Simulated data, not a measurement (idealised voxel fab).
You're looking at the process module voxel transistor to metal.
In the cross-section labelled cut, the width is 270 nm and each square cell is 5 nm.
When this document writes out a cross-section, it uses a grid of square cells and lists it as bands, beginning at the top and moving down, with a band standing for one or more rows of cells. Read a band's entry like this: the first values are the height of its top and the height of its bottom in nm, and what follows is the sequence of materials from left to right, each with its width in nm. Note that "air" is empty space, and that a single material marked "throughout" reaches across the band from edge to edge. Counting heights begins at 0, where everything beneath is, in the wafer as received, one material. The lowest band has no bottom; it goes on downwards, as "0..down" shows. A width such as "30->40" changes by the same amount from each row of cells to the next, from the band's top row to its bottom row. "everything unchanged" (step): cross-section cells unchanged, all of them. "Closed-off voids" lists enclosed empty spaces (at least 8 cells, no open path upward to the top), each as width x height at distance from the left edge, in nm. The remark found on a step's line after its settings is issued by the simulator itself and pertains to that step. "overlay nm" denotes, for a step that has a mask, the displacement of the mask to the right of its planned place, with negative values corresponding to the left.

-- These are the steps we planned for the process
1) op RECEIVE | material Si
2) op OXIDIZE | depth nm 5
3) op CONFORMAL_DEP | material SiN | thk nm 10
4) op MASKED_ETCH | tone cover | mask id ACTIVE | width nm 95 | pitch nm 115 | etch materials SiN | depth nm 10 | overlay nm 0
5) op MASKED_ETCH | tone cover | mask id ACTIVE | width nm 95 | pitch nm 115 | etch materials SiO2 | depth nm 5 | overlay nm 0
6) op MASKED_ETCH | tone cover | mask id ACTIVE | width nm 95 | pitch nm 115 | etch materials Si | depth nm 25 | overlay nm 0
7) op OXIDIZE | depth nm 5
8) op FILL_DEP | material SiO2 | thk nm 10
9) op CMP | height nm 10
10) op SELECTIVE_ETCH | etch materials SiO2 | depth nm 5
11) op STRIP | etch materials SiN
12) op SELECTIVE_ETCH | etch materials SiO2 | depth nm 5
13) op OXIDIZE | depth nm 5
14) op DIRECTIONAL_DEP | material polySi | thk nm 30
15) op DIRECTIONAL_DEP | material SiCN | thk nm 10
16) op MASKED_ETCH | tone cover | mask id GATE | width nm 15 | pitch nm 115 | etch materials SiCN | depth nm 20 | overlay nm 0
17) op MASKED_ETCH | tone cover | mask id GATE | width nm 15 | pitch nm 115 | etch materials polySi | depth nm 40 | overlay nm 0
18) op CONFORMAL_DEP | material SiO2 | thk nm 5
19) op DIRECTIONAL_ETCH | etch materials SiO2 | depth nm 5
20) op CONFORMAL_DEP | material SiN | thk nm 10
21) op DIRECTIONAL_ETCH | etch materials SiN | depth nm 10
22) op DIRECTIONAL_ETCH | etch materials SiO2 | depth nm 5
23) op DIRECTIONAL_ETCH | etch materials Si | depth nm 15
24) op EPI | material nSi | thk nm 15
25) op FILL_DEP | material SiO2 | thk nm 10
26) op CMP | height nm 35
27) op DIRECTIONAL_DEP | material SiO2 | thk nm 15
28) op DIRECTIONAL_DEP | material aC | thk nm 15
29) op PATTERN | tone open | mask id CONTACT | material resist | width nm 30 | thk nm 35 | overlay nm 0
30) op DIRECTIONAL_ETCH | etch materials aC | depth nm 15
31) op STRIP | etch materials resist
32) op DIRECTIONAL_ETCH | etch materials SiO2 | depth nm 45
33) op STRIP | etch materials aC
34) op CONFORMAL_DEP | material TiN | thk nm 5
35) op FILL_DEP | material W | thk nm 10
36) op CMP | height nm 50
37) op DIRECTIONAL_DEP | material TiN | thk nm 5
38) op DIRECTIONAL_DEP | material Ru | thk nm 15
39) op MASKED_ETCH | tone cover | mask id METAL_1 | width nm 15 | etch materials Ru | depth nm 15 | overlay nm 0
40) op MASKED_ETCH | tone cover | mask id METAL_1 | width nm 15 | etch materials TiN | depth nm 5 | overlay nm 0
41) op CONFORMAL_DEP | material SiCN | thk nm 5
42) op FILL_DEP | material SiO2 | thk nm 5
43) op CMP | height nm 70
44) op CONFORMAL_DEP | material SiCN | thk nm 5

-- So this is the incoming wafer in cross-section - it's already been through step 1
0..down  Si throughout
Closed-off voids: none

-- The first of two wafers, cross-sectioned at the end of the module, with the run proceeding as planned
75..70  SiCN throughout
70..55  SiO2 30 / SiCN 5 / Ru 15 / SiCN 5 / SiO2 45 / SiCN 5 / Ru 15 / SiCN 5 / SiO2 20 / SiCN 5 / Ru 15 / SiCN 5 / SiO2 45 / SiCN 5 / Ru 15 / SiCN 5 / SiO2 30
55..50  SiCN 35 / TiN 15 / SiCN 55 / TiN 15 / SiCN 30 / TiN 15 / SiCN 55 / TiN 15 / SiCN 35
50..40  SiO2 35 / TiN 5 / W 20 / TiN 5 / SiO2 25 / TiN 5 / W 20 / TiN 5 / SiO2 30 / TiN 5 / W 20 / TiN 5 / SiO2 25 / TiN 5 / W 20 / TiN 5 / SiO2 35
40..35  SiO2 35 / TiN 5 / W 10 / TiN 15 / SiO2 25 / TiN 15 / W 10 / TiN 5 / SiO2 30 / TiN 5 / W 10 / TiN 15 / SiO2 25 / TiN 15 / W 10 / TiN 5 / SiO2 35
35..25  SiO2 35 / TiN 5 / W 10 / TiN 5 / SiN 10 / SiO2 5 / SiCN 15 / SiO2 5 / SiN 10 / TiN 5 / W 10 / TiN 5 / SiO2 30 / TiN 5 / W 10 / TiN 5 / SiN 10 / SiO2 5 / SiCN 15 / SiO2 5 / SiN 10 / TiN 5 / W 10 / TiN 5 / SiO2 35
25..10  SiO2 35 / TiN 5 / W 10 / TiN 5 / SiN 10 / SiO2 5 / polySi 15 / SiO2 5 / SiN 10 / TiN 5 / W 10 / TiN 5 / SiO2 30 / TiN 5 / W 10 / TiN 5 / SiN 10 / SiO2 5 / polySi 15 / SiO2 5 / SiN 10 / TiN 5 / W 10 / TiN 5 / SiO2 35
10..5  SiO2 35 / TiN 20 / SiN 10 / SiO2 5 / polySi 15 / SiO2 5 / SiN 10 / TiN 20 / SiO2 30 / TiN 20 / SiN 10 / SiO2 5 / polySi 15 / SiO2 5 / SiN 10 / TiN 20 / SiO2 35
5..0  SiO2 35 / nSi 20 / SiN 10 / SiO2 5 / polySi 15 / SiO2 5 / SiN 10 / nSi 20 / SiO2 30 / nSi 20 / SiN 10 / SiO2 5 / polySi 15 / SiO2 5 / SiN 10 / nSi 20 / SiO2 35
0..-5  SiO2 30 / SiN 10 / nSi 15 / SiN 10 / SiO2 5 / polySi 15 / SiO2 5 / SiN 10 / nSi 15 / SiN 10 / SiO2 20 / SiN 10 / nSi 15 / SiN 10 / SiO2 5 / polySi 15 / SiO2 5 / SiN 10 / nSi 15 / SiN 10 / SiO2 30
-5..-10  SiO2 40 / nSi 15 / SiO2 45 / nSi 15 / SiO2 40 / nSi 15 / SiO2 45 / nSi 15 / SiO2 40
-10..-25  SiO2 35 / Si 5 / nSi 15 / Si 45 / nSi 15 / Si 5 / SiO2 30 / Si 5 / nSi 15 / Si 45 / nSi 15 / Si 5 / SiO2 35
-25..-35  SiO2 35 / Si 85 / SiO2 30 / Si 85 / SiO2 35
-35..down  Si throughout
Closed-off voids: none

-- Second wafer through the module, sectioned at the end: same beginning and same plan as the first wafer, with one mistake in carrying it out
75..70  SiCN throughout
70..55  SiO2 30 / SiCN 5 / Ru 15 / SiCN 5 / SiO2 45 / SiCN 5 / Ru 15 / SiCN 5 / SiO2 20 / SiCN 5 / Ru 15 / SiCN 5 / SiO2 45 / SiCN 5 / Ru 15 / SiCN 5 / SiO2 30
55..50  SiCN 35 / TiN 15 / SiCN 55 / TiN 15 / SiCN 30 / TiN 15 / SiCN 55 / TiN 15 / SiCN 35
50..40  SiO2 35 / TiN 5 / W 20 / TiN 5 / SiO2 25 / TiN 5 / W 20 / TiN 5 / SiO2 30 / TiN 5 / W 20 / TiN 5 / SiO2 25 / TiN 5 / W 20 / TiN 5 / SiO2 35
40..35  SiO2 35 / TiN 5 / W 10 / TiN 15 / SiO2 25 / TiN 15 / W 10 / TiN 5 / SiO2 30 / TiN 5 / W 10 / TiN 15 / SiO2 25 / TiN 15 / W 10 / TiN 5 / SiO2 35
35..25  SiO2 35 / TiN 5 / W 10 / TiN 5 / SiN 10 / SiO2 5 / SiCN 15 / SiO2 5 / SiN 10 / TiN 5 / W 10 / TiN 5 / SiO2 30 / TiN 5 / W 10 / TiN 5 / SiN 10 / SiO2 5 / SiCN 15 / SiO2 5 / SiN 10 / TiN 5 / W 10 / TiN 5 / SiO2 35
25..10  SiO2 35 / TiN 5 / W 10 / TiN 5 / SiN 10 / SiO2 5 / polySi 15 / SiO2 5 / SiN 10 / TiN 5 / W 10 / TiN 5 / SiO2 30 / TiN 5 / W 10 / TiN 5 / SiN 10 / SiO2 5 / polySi 15 / SiO2 5 / SiN 10 / TiN 5 / W 10 / TiN 5 / SiO2 35
10..5  SiO2 35 / TiN 20 / SiN 10 / SiO2 5 / polySi 15 / SiO2 5 / SiN 10 / TiN 20 / SiO2 30 / TiN 20 / SiN 10 / SiO2 5 / polySi 15 / SiO2 5 / SiN 10 / TiN 20 / SiO2 35
5..0  SiO2 30 / nSi 25 / SiN 10 / SiO2 5 / polySi 15 / SiO2 5 / SiN 10 / nSi 15 / SiO2 30 / nSi 25 / SiN 10 / SiO2 5 / polySi 15 / SiO2 5 / SiN 10 / nSi 15 / SiO2 40
0..-5  SiO2 25 / SiN 10 / nSi 20 / SiN 10 / SiO2 5 / polySi 15 / SiO2 5 / SiN 10 / nSi 10 / SiN 10 / SiO2 20 / SiN 10 / nSi 20 / SiN 10 / SiO2 5 / polySi 15 / SiO2 5 / SiN 10 / nSi 10 / SiN 10 / SiO2 35
-5..-10  SiO2 35 / nSi 20 / SiO2 45 / nSi 10 / SiO2 40 / nSi 20 / SiO2 45 / nSi 10 / SiO2 45
-10..-25  SiO2 30 / Si 5 / nSi 20 / Si 45 / nSi 10 / Si 10 / SiO2 25 / Si 5 / nSi 20 / Si 45 / nSi 10 / Si 10 / SiO2 35
-25..-35  SiO2 30 / Si 90 / SiO2 25 / Si 90 / SiO2 35
-35..down  Si throughout
Closed-off voids: none
Short version of what went wrong: step 4 ran with different settings than intended, the actual operation and settings being op MASKED_ETCH | tone cover | mask id ACTIVE | width nm 95 | pitch nm 115 | etch materials SiN | depth nm 10 | overlay nm -5
Counted in cells at the end, the second wafer holds more or fewer of these materials than the first: Si +10; SiO2 -10
